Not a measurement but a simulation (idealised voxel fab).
process module | voxel lift off
cross-section cut | 295 nm wide | cells 5 nm
A cross-section is a grid of square cells, given in bands from the top down. A band is one or more rows of cells.
Each band's line starts with the height of the band's top and of its bottom, in nm. Then come its materials from left to right, each with its width in nm. One material with "throughout" fills the band from edge to edge. "air" is empty space.
Height 0 is the level under which the wafer as received is all one material. The lowest band goes on downwards, as in "0 down".
A width such as "30 to 40" changes by the same amount from each row of cells to the next, from the band's top row to its bottom row.
"no change" after a step means that no cell of the cross-section changed.
closed voids: empty space of 8 cells or more with no open way to the top, each as width x height at its distance from the left edge, in nm
after a step's settings: what the simulator itself notes on the step
overlay nm, on a step with a mask: how far to the right of its planned place the mask lay; to the left if negative
plan
1 op RECEIVE | material Si
2 op CONFORMAL_DEP | material SiN | thk nm 15
3 op PATTERN | tone open | mask id LINES | material resist | width nm 20 | pitch nm 35 | thk nm 30 | overlay nm -15
4 op DIRECTIONAL_DEP | material Ru | thk nm 15
5 op STRIP | etch materials resist
6 op CONFORMAL_DEP | material SiN | thk nm 5
varied across the wafers: overlay nm of step 3. The plan shows the first wafer's value. All wafers start alike
first wafer as received, after step 1
  0 down: Si throughout
  closed voids: none
each wafer at the end: cells of each material gained (+) or lost (-) since it was received, then its closed voids
overlay nm -15 | +24 Ru | +248 SiN | closed voids: none
overlay nm -10 | +24 Ru | +248 SiN | closed voids: none
overlay nm -5 | +24 Ru | +248 SiN | closed voids: none
overlay nm 0 | +24 Ru | +248 SiN | closed voids: none
overlay nm 5 | +24 Ru | +248 SiN | closed voids: none
overlay nm 10 | +24 Ru | +248 SiN | closed voids: none
overlay nm 15 | +24 Ru | +248 SiN | closed voids: none
